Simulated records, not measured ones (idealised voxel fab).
process module | voxel wiring stack
Section cut is 260 nm wide and gridded with 5 nm square cells.
This document writes a cross-section as a grid whose cells are square, and gives it as bands, listed from the top down; one or more rows of cells form a band.
Heads up on the band format: heights come first, top then bottom, in nm. After that it's the materials left to right, each with its width in nm. A single material flagged "everywhere" fills the whole band edge to edge, and "air" means there's empty space there.
Where do heights start? At 0: under that level the wafer as delivered is made of one material only. And the lowest band has no floor; it just carries on downward, as in "0..down".
A width given as "30 to 40" starts at the first number in the band's top row and ends at the second number in its bottom row, shifting by an equal amount at every step from row to row.
Basically "identical to before" means that step didn't change any cell in the cross-section.
"Enclosed void inventory": empty spaces of 8 cells or more with no open way to the top, each given as width x height at distance, distance from the left edge, all in nm.
Read whatever lies past the settings on a step's line as the simulator's own remark about the step.
The "overlay nm" setting may appear on a step's line; for a step that uses a mask, it gives how far to the right of its planned position the mask lay, and a negative value indicates the left.
Each pair of cross-sections that follows straddles one process step: the one shows the state before the step, the other the state after it, down to the lowest band that changed and no further. The step in question, and its settings, are given under the pair. Note that a pair is not necessarily a continuation of the pair above it, since pairs can come from different runs of this module on the same starting wafer; it is a continuation only where its entry headed "Geometry before processing" says so.

GEOMETRY BEFORE PROCESSING
	135..125: aC (75) | air (25) | aC (15) | air (25) | aC (15) | air (25) | aC (80)
	125..105: lowk (75) | air (25) | lowk (15) | air (25) | lowk (15) | air (25) | lowk (80)
	105..90: lowk everywhere
	90..85: SiCN everywhere
	85..70: lowk (75) | TiN (5) | Ru (15) | TiN (5) | lowk (15) | TiN (5) | Ru (15) | TiN (5) | lowk (15) | TiN (5) | Ru (15) | TiN (5) | lowk (80)
	70..65: lowk (75) | TiN (5) | Ru (5) | TiN (15) | lowk (15) | TiN (5) | Ru (5) | TiN (15) | lowk (15) | TiN (5) | Ru (5) | TiN (15) | lowk (80)
	65..50: lowk (75) | TiN (5) | Ru (5) | TiN (5) | lowk (25) | TiN (5) | Ru (5) | TiN (5) | lowk (25) | TiN (5) | Ru (5) | TiN (5) | lowk (90)
	50..45: SiCN (75) | TiN (15) | SiCN (25) | TiN (15) | SiCN (25) | TiN (15) | SiCN (90)
	45..20: lowk (75) | TiN (5) | Cu (15) | TiN (5) | lowk (15) | TiN (5) | Cu (15) | TiN (5) | lowk (15) | TiN (5) | Cu (15) | TiN (5) | lowk (80)
	20..15: SiCN (75) | TiN (25) | SiCN (15) | TiN (25) | SiCN (15) | TiN (25) | SiCN (80)
	15..0: SiO2 everywhere
	0..down: Si everywhere
	Enclosed void inventory: none

SECTIONAL VIEW, POST-PROCESS
	135..125: aC (75) | air (25) | aC (15) | air (25) | aC (15) | air (25) | aC (80)
	125..90: lowk (75) | air (25) | lowk (15) | air (25) | lowk (15) | air (25) | lowk (80)
	Under 90: no change, same as before.
	Enclosed void inventory: none
Step sandwiched between the two cross-sections above: DIRECTIONAL_ETCH [etch materials lowk] [depth nm 20]

Geometry before processing: check the pair just above; its after cross-section is our before state.

SECTIONAL VIEW, POST-PROCESS
	125..90: lowk (75) | air (25) | lowk (15) | air (25) | lowk (15) | air (25) | lowk (80)
	Under 90: no change, same as before.
	Enclosed void inventory: none
Step sandwiched between the two cross-sections above: STRIP [etch materials aC]

Geometry before processing: check the pair just above; its after cross-section is our before state.

SECTIONAL VIEW, POST-PROCESS
	135..125: aC (75) | air (25) | aC (15) | air (25) | aC (15) | air (25) | aC (80)
	125..100: lowk (75) | air (25) | lowk (15) | air (25) | lowk (15) | air (25) | lowk (80)
	100..90: lowk (75) | aC (25) | lowk (15) | aC (25) | lowk (15) | aC (25) | lowk (80)
	Under 90: no change, same as before.
	Enclosed void inventory: none
Step sandwiched between the two cross-sections above: DIRECTIONAL_DEP [material aC] [thk nm 10]

Geometry before processing: check the pair just above; its after cross-section is our before state.

SECTIONAL VIEW, POST-PROCESS
	165..135: resist (75) | air (15) | resist (65) | air (15) | resist (90)
	135..125: aC (75) | air (15) | resist (10) | aC (15) | resist (25) | aC (15) | air (15) | resist (10) | aC (80)
	125..100: lowk (75) | air (15) | resist (10) | lowk (15) | resist (25) | lowk (15) | air (15) | resist (10) | lowk (80)
	Under 100: no change, same as before.
	Enclosed void inventory: none
Step sandwiched between the two cross-sections above: PATTERN [tone open] [mask id METAL_3_HOLES] [material resist] [width nm 15] [pitch nm 80] [thk nm 30] [overlay nm 0]

Geometry before processing: check the pair just above; its after cross-section is our before state.

SECTIONAL VIEW, POST-PROCESS
	155..135: resist (75) | air (15) | resist (65) | air (15) | resist (90)
	135..125: aC (75) | air (15) | resist (10) | aC (15) | resist (25) | aC (15) | air (15) | resist (10) | aC (80)
	125..100: lowk (75) | air (15) | resist (10) | lowk (15) | resist (25) | lowk (15) | air (15) | resist (10) | lowk (80)
	100..90: lowk (75) | air (15) | aC (10) | lowk (15) | aC (25) | lowk (15) | air (15) | aC (10) | lowk (80)
	Under 90: no change, same as before.
	Enclosed void inventory: none
Step sandwiched between the two cross-sections above: DIRECTIONAL_ETCH [etch materials aC] [depth nm 10]

Geometry before processing: check the pair just above; its after cross-section is our before state.

SECTIONAL VIEW, POST-PROCESS
	135..125: aC (75) | air (25) | aC (15) | air (25) | aC (15) | air (25) | aC (80)
	125..100: lowk (75) | air (25) | lowk (15) | air (25) | lowk (15) | air (25) | lowk (80)
	Under 100: no change, same as before.
	Enclosed void inventory: none
Step sandwiched between the two cross-sections above: STRIP [etch materials resist]

Geometry before processing: check the pair just above; its after cross-section is our before state.

SECTIONAL VIEW, POST-PROCESS
	135..125: aC (75) | air (25) | aC (15) | air (25) | aC (15) | air (25) | aC (80)
	125..100: lowk (75) | air (25) | lowk (15) | air (25) | lowk (15) | air (25) | lowk (80)
	100..90: lowk (75) | air (15) | aC (10) | lowk (15) | aC (25) | lowk (15) | air (15) | aC (10) | lowk (80)
	90..85: SiCN (75) | air (15) | SiCN (65) | air (15) | SiCN (90)
	Under 85: no change, same as before.
	Enclosed void inventory: none
Step sandwiched between the two cross-sections above: DIRECTIONAL_ETCH [etch materials SiCN] [depth nm 5]

Geometry before processing: check the pair just above; its after cross-section is our before state.

SECTIONAL VIEW, POST-PROCESS
	125..90: lowk (75) | air (25) | lowk (15) | air (25) | lowk (15) | air (25) | lowk (80)
	Under 90: no change, same as before.
	Enclosed void inventory: none
Step sandwiched between the two cross-sections above: STRIP [etch materials aC]

Geometry before processing: check the pair just above; its after cross-section is our before state.

SECTIONAL VIEW, POST-PROCESS
	130..125: TiN (80) | air (15) | TiN (25) | air (15) | TiN (25) | air (15) | TiN (85)
	125..95: lowk (75) | TiN (5) | air (15) | TiN (5) | lowk (15) | TiN (5) | air (15) | TiN (5) | lowk (15) | TiN (5) | air (15) | TiN (5) | lowk (80)
	95..90: lowk (75) | TiN (5) | air (5) | TiN (15) | lowk (15) | TiN (25) | lowk (15) | TiN (5) | air (5) | TiN (15) | lowk (80)
	90..85: SiCN (75) | TiN (15) | SiCN (65) | TiN (15) | SiCN (90)
	Under 85: no change, same as before.
	Enclosed void inventory: none
Step sandwiched between the two cross-sections above: CONFORMAL_DEP [material TiN] [thk nm 5]

Geometry before processing: check the pair just above; its after cross-section is our before state.

SECTIONAL VIEW, POST-PROCESS
	140..130: Cu everywhere
	130..125: TiN (80) | Cu (15) | TiN (25) | Cu (15) | TiN (25) | Cu (15) | TiN (85)
	125..95: lowk (75) | TiN (5) | Cu (15) | TiN (5) | lowk (15) | TiN (5) | Cu (15) | TiN (5) | lowk (15) | TiN (5) | Cu (15) | TiN (5) | lowk (80)
	95..90: lowk (75) | TiN (5) | Cu (5) | TiN (15) | lowk (15) | TiN (25) | lowk (15) | TiN (5) | Cu (5) | TiN (15) | lowk (80)
	Under 90: no change, same as before.
	Enclosed void inventory: none
Step sandwiched between the two cross-sections above: FILL_DEP [material Cu] [thk nm 10]

Geometry before processing: check the pair just above; its after cross-section is our before state.

SECTIONAL VIEW, POST-PROCESS
	125..95: lowk (75) | TiN (5) | Cu (15) | TiN (5) | lowk (15) | TiN (5) | Cu (15) | TiN (5) | lowk (15) | TiN (5) | Cu (15) | TiN (5) | lowk (80)
	Under 95: no change, same as before.
	Enclosed void inventory: none
Step sandwiched between the two cross-sections above: CMP [height nm 125]

Geometry before processing: check the pair just above; its after cross-section is our before state.

SECTIONAL VIEW, POST-PROCESS
	130..125: SiCN everywhere
	Under 125: no change, same as before.
	Enclosed void inventory: none
Step sandwiched between the two cross-sections above: CONFORMAL_DEP [material SiCN] [thk nm 5]

Geometry before processing: check the pair just above; its after cross-section is our before state.

SECTIONAL VIEW, POST-PROCESS
	165..130: lowk everywhere
	Under 130: no change, same as before.
	Enclosed void inventory: none
Step sandwiched between the two cross-sections above: DIRECTIONAL_DEP [material lowk] [thk nm 35]

Geometry before processing: check the pair just above; its after cross-section is our before state.

SECTIONAL VIEW, POST-PROCESS
	185..165: resist (75) | air (15) | resist (25) | air (15) | resist (25) | air (15) | resist (90)
	Under 165: no change, same as before.
	Enclosed void inventory: none
Step sandwiched between the two cross-sections above: PATTERN [tone open] [mask id METAL_4_HOLES] [material resist] [width nm 15] [pitch nm 40] [thk nm 20] [overlay nm 0]

Geometry before processing: check the pair just above; its after cross-section is our before state.

SECTIONAL VIEW, POST-PROCESS
	185..165: resist (75) | air (15) | resist (25) | air (15) | resist (25) | air (15) | resist (90)
	165..130: lowk (75) | air (15) | lowk (25) | air (15) | lowk (25) | air (15) | lowk (90)
	Under 130: no change, same as before.
	Enclosed void inventory: none
Step sandwiched between the two cross-sections above: DIRECTIONAL_ETCH [etch materials lowk] [depth nm 35]

Geometry before processing: check the pair just above; its after cross-section is our before state.

SECTIONAL VIEW, POST-PROCESS
	165..130: lowk (75) | air (15) | lowk (25) | air (15) | lowk (25) | air (15) | lowk (90)
	Under 130: no change, same as before.
	Enclosed void inventory: none
Step sandwiched between the two cross-sections above: STRIP [etch materials resist]

Geometry before processing: check the pair just above; its after cross-section is our before state.

SECTIONAL VIEW, POST-PROCESS
	175..165: aC (75) | air (15) | aC (25) | air (15) | aC (25) | air (15) | aC (90)
	165..140: lowk (75) | air (15) | lowk (25) | air (15) | lowk (25) | air (15) | lowk (90)
	140..130: lowk (75) | aC (15) | lowk (25) | aC (15) | lowk (25) | aC (15) | lowk (90)
	Under 130: no change, same as before.
	Enclosed void inventory: none
Step sandwiched between the two cross-sections above: DIRECTIONAL_DEP [material aC] [thk nm 10]

Geometry before processing: check the pair just above; its after cross-section is our before state.

SECTIONAL VIEW, POST-PROCESS
	205..175: resist (75) | air (25) | resist (15) | air (25) | resist (15) | air (25) | resist (80)
	Under 175: no change, same as before.
	Enclosed void inventory: none
Step sandwiched between the two cross-sections above: PATTERN [tone open] [mask id METAL_4] [material resist] [width nm 25] [pitch nm 40] [thk nm 30] [overlay nm 0]

Geometry before processing: check the pair just above; its after cross-section is our before state.

SECTIONAL VIEW, POST-PROCESS
	195..175: resist (75) | air (25) | resist (15) | air (25) | resist (15) | air (25) | resist (80)
	175..165: aC (75) | air (25) | aC (15) | air (25) | aC (15) | air (25) | aC (80)
	165..130: lowk (75) | air (15) | lowk (25) | air (15) | lowk (25) | air (15) | lowk (90)
	Under 130: no change, same as before.
	Enclosed void inventory: none
Step sandwiched between the two cross-sections above: DIRECTIONAL_ETCH [etch materials aC] [depth nm 10]

Geometry before processing: check the pair just above; its after cross-section is our before state.

SECTIONAL VIEW, POST-PROCESS
	175..165: aC (75) | air (25) | aC (15) | air (25) | aC (15) | air (25) | aC (80)
	Under 165: no change, same as before.
	Enclosed void inventory: none
Step sandwiched between the two cross-sections above: STRIP [etch materials resist]

Geometry before processing: check the pair just above; its after cross-section is our before state.

SECTIONAL VIEW, POST-PROCESS
	175..165: aC (75) | air (25) | aC (15) | air (25) | aC (15) | air (25) | aC (80)
	165..145: lowk (75) | air (25) | lowk (15) | air (25) | lowk (15) | air (25) | lowk (80)
	Under 145: no change, same as before.
	Enclosed void inventory: none
Step sandwiched between the two cross-sections above: DIRECTIONAL_ETCH [etch materials lowk] [depth nm 20]

Geometry before processing: check the pair just above; its after cross-section is our before state.

SECTIONAL VIEW, POST-PROCESS
	175..165: aC (75) | air (25) | aC (15) | air (25) | aC (15) | air (25) | aC (80)
	165..145: lowk (75) | air (25) | lowk (15) | air (25) | lowk (15) | air (25) | lowk (80)
	145..130: lowk (75) | air (15) | lowk (25) | air (15) | lowk (25) | air (15) | lowk (90)
	130..125: SiCN (75) | air (15) | SiCN (25) | air (15) | SiCN (25) | air (15) | SiCN (90)
	Under 125: no change, same as before.
	Enclosed void inventory: none
Step sandwiched between the two cross-sections above: DIRECTIONAL_ETCH [etch materials SiCN] [depth nm 5]

Geometry before processing: check the pair just above; its after cross-section is our before state.

SECTIONAL VIEW, POST-PROCESS
	165..145: lowk (75) | air (25) | lowk (15) | air (25) | lowk (15) | air (25) | lowk (80)
	Under 145: no change, same as before.
	Enclosed void inventory: none
Step sandwiched between the two cross-sections above: STRIP [etch materials aC]

Geometry before processing: check the pair just above; its after cross-section is our before state.

SECTIONAL VIEW, POST-PROCESS
	170..165: TiN (80) | air (15) | TiN (25) | air (15) | TiN (25) | air (15) | TiN (85)
	165..150: lowk (75) | TiN (5) | air (15) | TiN (5) | lowk (15) | TiN (5) | air (15) | TiN (5) | lowk (15) | TiN (5) | air (15) | TiN (5) | lowk (80)
	150..145: lowk (75) | TiN (5) | air (5) | TiN (15) | lowk (15) | TiN (5) | air (5) | TiN (15) | lowk (15) | TiN (5) | air (5) | TiN (15) | lowk (80)
	145..130: lowk (75) | TiN (5) | air (5) | TiN (5) | lowk (25) | TiN (5) | air (5) | TiN (5) | lowk (25) | TiN (5) | air (5) | TiN (5) | lowk (90)
	130..125: SiCN (75) | TiN (15) | SiCN (25) | TiN (15) | SiCN (25) | TiN (15) | SiCN (90)
	Under 125: no change, same as before.
	Enclosed void inventory: none
Step sandwiched between the two cross-sections above: CONFORMAL_DEP [material TiN] [thk nm 5]

Geometry before processing: check the pair just above; its after cross-section is our before state.

SECTIONAL VIEW, POST-PROCESS
	180..170: Cu everywhere
	170..165: TiN (80) | Cu (15) | TiN (25) | Cu (15) | TiN (25) | Cu (15) | TiN (85)
	165..150: lowk (75) | TiN (5) | Cu (15) | TiN (5) | lowk (15) | TiN (5) | Cu (15) | TiN (5) | lowk (15) | TiN (5) | Cu (15) | TiN (5) | lowk (80)
	150..145: lowk (75) | TiN (5) | Cu (5) | TiN (15) | lowk (15) | TiN (5) | Cu (5) | TiN (15) | lowk (15) | TiN (5) | Cu (5) | TiN (15) | lowk (80)
	145..130: lowk (75) | TiN (5) | Cu (5) | TiN (5) | lowk (25) | TiN (5) | Cu (5) | TiN (5) | lowk (25) | TiN (5) | Cu (5) | TiN (5) | lowk (90)
	Under 130: no change, same as before.
	Enclosed void inventory: none
Step sandwiched between the two cross-sections above: FILL_DEP [material Cu] [thk nm 10]

Geometry before processing: check the pair just above; its after cross-section is our before state.

SECTIONAL VIEW, POST-PROCESS
	165..150: lowk (75) | TiN (5) | Cu (15) | TiN (5) | lowk (15) | TiN (5) | Cu (15) | TiN (5) | lowk (15) | TiN (5) | Cu (15) | TiN (5) | lowk (80)
	Under 150: no change, same as before.
	Enclosed void inventory: none
Step sandwiched between the two cross-sections above: CMP [height nm 165]

Geometry before processing: check the pair just above; its after cross-section is our before state.

SECTIONAL VIEW, POST-PROCESS
	170..165: SiCN everywhere
	Under 165: no change, same as before.
	Enclosed void inventory: none
Step sandwiched between the two cross-sections above: CONFORMAL_DEP [material SiCN] [thk nm 5]

GEOMETRY BEFORE PROCESSING
	125..110: lowk (75) | TiN (5) | Cu (15) | TiN (5) | lowk (15) | TiN (5) | Cu (15) | TiN (5) | lowk (15) | TiN (5) | Cu (15) | TiN (5) | lowk (80)
	110..105: lowk (75) | TiN (5) | Cu (5) | TiN (15) | lowk (15) | TiN (25) | lowk (15) | TiN (5) | Cu (5) | TiN (15) | lowk (80)
	105..90: lowk (75) | TiN (5) | Cu (5) | TiN (5) | lowk (65) | TiN (5) | Cu (5) | TiN (5) | lowk (90)
	90..85: SiCN (75) | TiN (15) | SiCN (65) | TiN (15) | SiCN (90)
	85..70: lowk (75) | TiN (5) | Ru (15) | TiN (5) | lowk (15) | TiN (5) | Ru (15) | TiN (5) | lowk (15) | TiN (5) | Ru (15) | TiN (5) | lowk (80)
	70..65: lowk (75) | TiN (5) | Ru (5) | TiN (15) | lowk (15) | TiN (5) | Ru (5) | TiN (15) | lowk (15) | TiN (5) | Ru (5) | TiN (15) | lowk (80)
	65..50: lowk (75) | TiN (5) | Ru (5) | TiN (5) | lowk (25) | TiN (5) | Ru (5) | TiN (5) | lowk (25) | TiN (5) | Ru (5) | TiN (5) | lowk (90)
	50..45: SiCN (75) | TiN (15) | SiCN (25) | TiN (15) | SiCN (25) | TiN (15) | SiCN (90)
	45..20: lowk (75) | TiN (5) | Cu (15) | TiN (5) | lowk (15) | TiN (5) | Cu (15) | TiN (5) | lowk (15) | TiN (5) | Cu (15) | TiN (5) | lowk (80)
	20..15: SiCN (75) | TiN (25) | SiCN (15) | TiN (25) | SiCN (15) | TiN (25) | SiCN (80)
	15..0: SiO2 everywhere
	0..down: Si everywhere
	Enclosed void inventory: none

SECTIONAL VIEW, POST-PROCESS
	160..125: lowk everywhere
	Under 125: no change, same as before.
	Enclosed void inventory: none
Step sandwiched between the two cross-sections above: DIRECTIONAL_DEP [material lowk] [thk nm 35]

Geometry before processing: check the pair just above; its after cross-section is our before state.

SECTIONAL VIEW, POST-PROCESS
	165..160: SiCN everywhere
	Under 160: no change, same as before.
	Enclosed void inventory: none
Step sandwiched between the two cross-sections above: CONFORMAL_DEP [material SiCN] [thk nm 5]

Geometry before processing: check the pair just above; its after cross-section is our before state.

SECTIONAL VIEW, POST-PROCESS
	185..165: resist (75) | air (15) | resist (25) | air (15) | resist (25) | air (15) | resist (90)
	Under 165: no change, same as before.
	Enclosed void inventory: none
Step sandwiched between the two cross-sections above: PATTERN [tone open] [mask id METAL_4_HOLES] [material resist] [width nm 15] [pitch nm 40] [thk nm 20] [overlay nm 0]

Geometry before processing: check the pair just above; its after cross-section is our before state.

SECTIONAL VIEW, POST-PROCESS
	165..160: SiCN everywhere
	Under 160: no change, same as before.
	Enclosed void inventory: none
Step sandwiched between the two cross-sections above: STRIP [etch materials resist]

Geometry before processing: check the pair just above; its after cross-section is our before state.

SECTIONAL VIEW, POST-PROCESS
	175..165: aC everywhere
	Under 165: no change, same as before.
	Enclosed void inventory: none
Step sandwiched between the two cross-sections above: DIRECTIONAL_DEP [material aC] [thk nm 10]

Geometry before processing: check the pair just above; its after cross-section is our before state.

SECTIONAL VIEW, POST-PROCESS
	205..175: resist (75) | air (25) | resist (15) | air (25) | resist (15) | air (25) | resist (80)
	Under 175: no change, same as before.
	Enclosed void inventory: none
Step sandwiched between the two cross-sections above: PATTERN [tone open] [mask id METAL_4] [material resist] [width nm 25] [pitch nm 40] [thk nm 30] [overlay nm 0]

Geometry before processing: check the pair just above; its after cross-section is our before state.

SECTIONAL VIEW, POST-PROCESS
	195..175: resist (75) | air (25) | resist (15) | air (25) | resist (15) | air (25) | resist (80)
	175..165: aC (75) | air (25) | aC (15) | air (25) | aC (15) | air (25) | aC (80)
	Under 165: no change, same as before.
	Enclosed void inventory: none
Step sandwiched between the two cross-sections above: DIRECTIONAL_ETCH [etch materials aC] [depth nm 10]

Geometry before processing: check the pair just above; its after cross-section is our before state.

SECTIONAL VIEW, POST-PROCESS
	175..165: aC (75) | air (25) | aC (15) | air (25) | aC (15) | air (25) | aC (80)
	Under 165: no change, same as before.
	Enclosed void inventory: none
Step sandwiched between the two cross-sections above: STRIP [etch materials resist]

Geometry before processing: check the pair just above; its after cross-section is our before state.

SECTIONAL VIEW, POST-PROCESS
	175..165: aC (75) | air (25) | aC (15) | air (25) | aC (15) | air (25) | aC (80)
	165..160: SiCN (75) | air (25) | SiCN (15) | air (25) | SiCN (15) | air (25) | SiCN (80)
	Under 160: no change, same as before.
	Enclosed void inventory: none
Step sandwiched between the two cross-sections above: DIRECTIONAL_ETCH [etch materials SiCN] [depth nm 5]

Geometry before processing: check the pair just above; its after cross-section is our before state.

SECTIONAL VIEW, POST-PROCESS
	165..160: SiCN (75) | air (25) | SiCN (15) | air (25) | SiCN (15) | air (25) | SiCN (80)
	Under 160: no change, same as before.
	Enclosed void inventory: none
Step sandwiched between the two cross-sections above: STRIP [etch materials aC]

Geometry before processing: check the pair just above; its after cross-section is our before state.

SECTIONAL VIEW, POST-PROCESS
	170..165: TiN (80) | air (15) | TiN (25) | air (15) | TiN (25) | air (15) | TiN (85)
	165..160: SiCN (75) | TiN (25) | SiCN (15) | TiN (25) | SiCN (15) | TiN (25) | SiCN (80)
	Under 160: no change, same as before.
	Enclosed void inventory: none
Step sandwiched between the two cross-sections above: CONFORMAL_DEP [material TiN] [thk nm 5]

Geometry before processing: check the pair just above; its after cross-section is our before state.

SECTIONAL VIEW, POST-PROCESS
	180..170: Cu everywhere
	170..165: TiN (80) | Cu (15) | TiN (25) | Cu (15) | TiN (25) | Cu (15) | TiN (85)
	Under 165: no change, same as before.
	Enclosed void inventory: none
Step sandwiched between the two cross-sections above: FILL_DEP [material Cu] [thk nm 10]

Geometry before processing: check the pair just above; its after cross-section is our before state.

SECTIONAL VIEW, POST-PROCESS
	165..160: SiCN (75) | TiN (25) | SiCN (15) | TiN (25) | SiCN (15) | TiN (25) | SiCN (80)
	Under 160: no change, same as before.
	Enclosed void inventory: none
Step sandwiched between the two cross-sections above: CMP [height nm 165]

Geometry before processing: check the pair just above; its after cross-section is our before state.

SECTIONAL VIEW, POST-PROCESS
	170..165: SiCN everywhere
	Under 165: no change, same as before.
	Enclosed void inventory: none
Step sandwiched between the two cross-sections above: CONFORMAL_DEP [material SiCN] [thk nm 5]

GEOMETRY BEFORE PROCESSING
	95..90: Ru everywhere
	90..85: TiN (80) | Ru (15) | TiN (25) | Ru (15) | TiN (25) | Ru (15) | TiN (85)
	85..70: lowk (75) | TiN (5) | Ru (15) | TiN (5) | lowk (15) | TiN (5) | Ru (15) | TiN (5) | lowk (15) | TiN (5) | Ru (15) | TiN (5) | lowk (80)
	70..65: lowk (75) | TiN (5) | Ru (5) | TiN (15) | lowk (15) | TiN (5) | Ru (5) | TiN (15) | lowk (15) | TiN (5) | Ru (5) | TiN (15) | lowk (80)
	65..50: lowk (75) | TiN (5) | Ru (5) | TiN (5) | lowk (25) | TiN (5) | Ru (5) | TiN (5) | lowk (25) | TiN (5) | Ru (5) | TiN (5) | lowk (90)
	50..45: SiCN (75) | TiN (15) | SiCN (25) | TiN (15) | SiCN (25) | TiN (15) | SiCN (90)
	45..20: lowk (75) | TiN (5) | Cu (15) | TiN (5) | lowk (15) | TiN (5) | Cu (15) | TiN (5) | lowk (15) | TiN (5) | Cu (15) | TiN (5) | lowk (80)
	20..15: SiCN (75) | TiN (25) | SiCN (15) | TiN (25) | SiCN (15) | TiN (25) | SiCN (80)
	15..0: SiO2 everywhere
	0..down: Si everywhere
	Enclosed void inventory: none

SECTIONAL VIEW, POST-PROCESS
	80..70: lowk (75) | TiN (5) | Ru (15) | TiN (5) | lowk (15) | TiN (5) | Ru (15) | TiN (5) | lowk (15) | TiN (5) | Ru (15) | TiN (5) | lowk (80)
	Under 70: no change, same as before.
	Enclosed void inventory: none
Step sandwiched between the two cross-sections above: CMP [height nm 80]

Geometry before processing: check the pair just above; its after cross-section is our before state.

SECTIONAL VIEW, POST-PROCESS
	85..80: SiCN everywhere
	Under 80: no change, same as before.
	Enclosed void inventory: none
Step sandwiched between the two cross-sections above: CONFORMAL_DEP [material SiCN] [thk nm 5]

Geometry before processing: check the pair just above; its after cross-section is our before state.

SECTIONAL VIEW, POST-PROCESS
	120..85: lowk everywhere
	Under 85: no change, same as before.
	Enclosed void inventory: none
Step sandwiched between the two cross-sections above: DIRECTIONAL_DEP [material lowk] [thk nm 35]

Geometry before processing: check the pair just above; its after cross-section is our before state.

SECTIONAL VIEW, POST-PROCESS
	130..120: aC everywhere
	Under 120: no change, same as before.
	Enclosed void inventory: none
Step sandwiched between the two cross-sections above: DIRECTIONAL_DEP [material aC] [thk nm 10]

Geometry before processing: check the pair just above; its after cross-section is our before state.

SECTIONAL VIEW, POST-PROCESS
	160..130: resist (75) | air (25) | resist (15) | air (25) | resist (15) | air (25) | resist (80)
	Under 130: no change, same as before.
	Enclosed void inventory: none
Step sandwiched between the two cross-sections above: PATTERN [tone open] [mask id METAL_3] [material resist] [width nm 25] [pitch nm 40] [thk nm 30] [overlay nm 0]

Geometry before processing: check the pair just above; its after cross-section is our before state.

SECTIONAL VIEW, POST-PROCESS
	150..130: resist (75) | air (25) | resist (15) | air (25) | resist (15) | air (25) | resist (80)
	130..120: aC (75) | air (25) | aC (15) | air (25) | aC (15) | air (25) | aC (80)
	Under 120: no change, same as before.
	Enclosed void inventory: none
Step sandwiched between the two cross-sections above: DIRECTIONAL_ETCH [etch materials aC] [depth nm 10]

Geometry before processing: check the pair just above; its after cross-section is our before state.

SECTIONAL VIEW, POST-PROCESS
	130..120: aC (75) | air (25) | aC (15) | air (25) | aC (15) | air (25) | aC (80)
	Under 120: no change, same as before.
	Enclosed void inventory: none
Step sandwiched between the two cross-sections above: STRIP [etch materials resist]

Geometry before processing: check the pair just above; its after cross-section is our before state.

SECTIONAL VIEW, POST-PROCESS
	130..120: aC (75) | air (25) | aC (15) | air (25) | aC (15) | air (25) | aC (80)
	120..100: lowk (75) | air (25) | lowk (15) | air (25) | lowk (15) | air (25) | lowk (80)
	Under 100: no change, same as before.
	Enclosed void inventory: none
Step sandwiched between the two cross-sections above: DIRECTIONAL_ETCH [etch materials lowk] [depth nm 20]

Geometry before processing: check the pair just above; its after cross-section is our before state.

SECTIONAL VIEW, POST-PROCESS
	120..100: lowk (75) | air (25) | lowk (15) | air (25) | lowk (15) | air (25) | lowk (80)
	Under 100: no change, same as before.
	Enclosed void inventory: none
Step sandwiched between the two cross-sections above: STRIP [etch materials aC]

Geometry before processing: check the pair just above; its after cross-section is our before state.

SECTIONAL VIEW, POST-PROCESS
	130..120: aC (75) | air (25) | aC (15) | air (25) | aC (15) | air (25) | aC (80)
	120..110: lowk (75) | air (25) | lowk (15) | air (25) | lowk (15) | air (25) | lowk (80)
	110..100: lowk (75) | aC (25) | lowk (15) | aC (25) | lowk (15) | aC (25) | lowk (80)
	Under 100: no change, same as before.
	Enclosed void inventory: none
Step sandwiched between the two cross-sections above: DIRECTIONAL_DEP [material aC] [thk nm 10]

Geometry before processing: check the pair just above; its after cross-section is our before state.

SECTIONAL VIEW, POST-PROCESS
	160..130: resist (75) | air (15) | resist (65) | air (15) | resist (90)
	130..120: aC (75) | air (15) | resist (10) | aC (15) | resist (25) | aC (15) | air (15) | resist (10) | aC (80)
	120..110: lowk (75) | air (15) | resist (10) | lowk (15) | resist (25) | lowk (15) | air (15) | resist (10) | lowk (80)
	Under 110: no change, same as before.
	Enclosed void inventory: none
Step sandwiched between the two cross-sections above: PATTERN [tone open] [mask id METAL_3_HOLES] [material resist] [width nm 15] [pitch nm 80] [thk nm 30] [overlay nm 0]

Geometry before processing: check the pair just above; its after cross-section is our before state.

SECTIONAL VIEW, POST-PROCESS
	150..130: resist (75) | air (15) | resist (65) | air (15) | resist (90)
	130..120: aC (75) | air (15) | resist (10) | aC (15) | resist (25) | aC (15) | air (15) | resist (10) | aC (80)
	120..110: lowk (75) | air (15) | resist (10) | lowk (15) | resist (25) | lowk (15) | air (15) | resist (10) | lowk (80)
	110..100: lowk (75) | air (15) | aC (10) | lowk (15) | aC (25) | lowk (15) | air (15) | aC (10) | lowk (80)
	Under 100: no change, same as before.
	Enclosed void inventory: none
Step sandwiched between the two cross-sections above: DIRECTIONAL_ETCH [etch materials aC] [depth nm 10]

Geometry before processing: check the pair just above; its after cross-section is our before state.

SECTIONAL VIEW, POST-PROCESS
	130..120: aC (75) | air (25) | aC (15) | air (25) | aC (15) | air (25) | aC (80)
	120..110: lowk (75) | air (25) | lowk (15) | air (25) | lowk (15) | air (25) | lowk (80)
	Under 110: no change, same as before.
	Enclosed void inventory: none
Step sandwiched between the two cross-sections above: STRIP [etch materials resist]

Geometry before processing: check the pair just above; its after cross-section is our before state.

SECTIONAL VIEW, POST-PROCESS
	130..120: aC (75) | air (25) | aC (15) | air (25) | aC (15) | air (25) | aC (80)
	120..110: lowk (75) | air (25) | lowk (15) | air (25) | lowk (15) | air (25) | lowk (80)
	110..100: lowk (75) | air (15) | aC (10) | lowk (15) | aC (25) | lowk (15) | air (15) | aC (10) | lowk (80)
	100..85: lowk (75) | air (15) | lowk (65) | air (15) | lowk (90)
	Under 85: no change, same as before.
	Enclosed void inventory: none
Step sandwiched between the two cross-sections above: DIRECTIONAL_ETCH [etch materials lowk] [depth nm 15]

Geometry before processing: check the pair just above; its after cross-section is our before state.

SECTIONAL VIEW, POST-PROCESS
	130..120: aC (75) | air (25) | aC (15) | air (25) | aC (15) | air (25) | aC (80)
	120..110: lowk (75) | air (25) | lowk (15) | air (25) | lowk (15) | air (25) | lowk (80)
	110..100: lowk (75) | air (15) | aC (10) | lowk (15) | aC (25) | lowk (15) | air (15) | aC (10) | lowk (80)
	100..85: lowk (75) | air (15) | lowk (65) | air (15) | lowk (90)
	85..80: SiCN (75) | air (15) | SiCN (65) | air (15) | SiCN (90)
	Under 80: no change, same as before.
	Enclosed void inventory: none
Step sandwiched between the two cross-sections above: DIRECTIONAL_ETCH [etch materials SiCN] [depth nm 5]

Geometry before processing: check the pair just above; its after cross-section is our before state.

SECTIONAL VIEW, POST-PROCESS
	120..100: lowk (75) | air (25) | lowk (15) | air (25) | lowk (15) | air (25) | lowk (80)
	Under 100: no change, same as before.
	Enclosed void inventory: none
Step sandwiched between the two cross-sections above: STRIP [etch materials aC]
